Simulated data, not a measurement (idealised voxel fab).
process module | voxel double patterning
cross-section cut | 170 nm wide | cells 5 nm
A cross-section is a grid of square cells, given in bands from the top down. A band is one or more rows of cells.
Each band's line starts with the height of the band's top and of its bottom, in nm. Then come its materials from left to right, each with its width in nm. One material with "throughout" fills the band from edge to edge. "air" is empty space.
Height 0 is the level under which the wafer as received is all one material. The lowest band goes on downwards, as in "0 down".
A width such as "30 to 40" changes by the same amount from each row of cells to the next, from the band's top row to its bottom row.
"no change" after a step means that no cell of the cross-section changed.
closed voids: empty space of 8 cells or more with no open way to the top, each as width x height at its distance from the left edge, in nm
after a step's settings: what the simulator itself notes on the step
overlay nm, on a step with a mask: how far to the right of its planned place the mask lay; to the left if negative
plan
1 op RECEIVE | material Si
2 op CONFORMAL_DEP | material SiN | thk nm 10
3 op DIRECTIONAL_DEP | material SiO2 | thk nm 15
4 op DIRECTIONAL_DEP | material SiCN | thk nm 5
5 op PATTERN | tone open | mask id FIRST | material resist | width nm 15 | pitch nm 50 | thk nm 15 | overlay nm 0
6 op DIRECTIONAL_ETCH | etch materials SiCN | depth nm 5
7 op STRIP | etch materials resist
8 op DIRECTIONAL_DEP | material aC | thk nm 10
9 op PATTERN | tone open | mask id SECOND | material resist | width nm 15 | thk nm 30 | overlay nm 0
10 op DIRECTIONAL_ETCH | etch materials aC | depth nm 10
11 op STRIP | etch materials resist
12 op DIRECTIONAL_ETCH | etch materials SiCN | depth nm 5
13 op STRIP | etch materials aC
14 op DIRECTIONAL_ETCH | etch materials SiO2 | depth nm 15
15 op STRIP | etch materials SiCN
as received, after step 1
  0 down: Si throughout
  closed voids: none
a wafer at the end: this start, this plan, one mistake
  30 to 25: SiN throughout
  25 to 10: SiO2 throughout
  10 to 0: SiN throughout
  0 down: Si throughout
  closed voids: none
what went wrong: step 4 ran as: op DIRECTIONAL_DEP | material SiN | thk nm 5
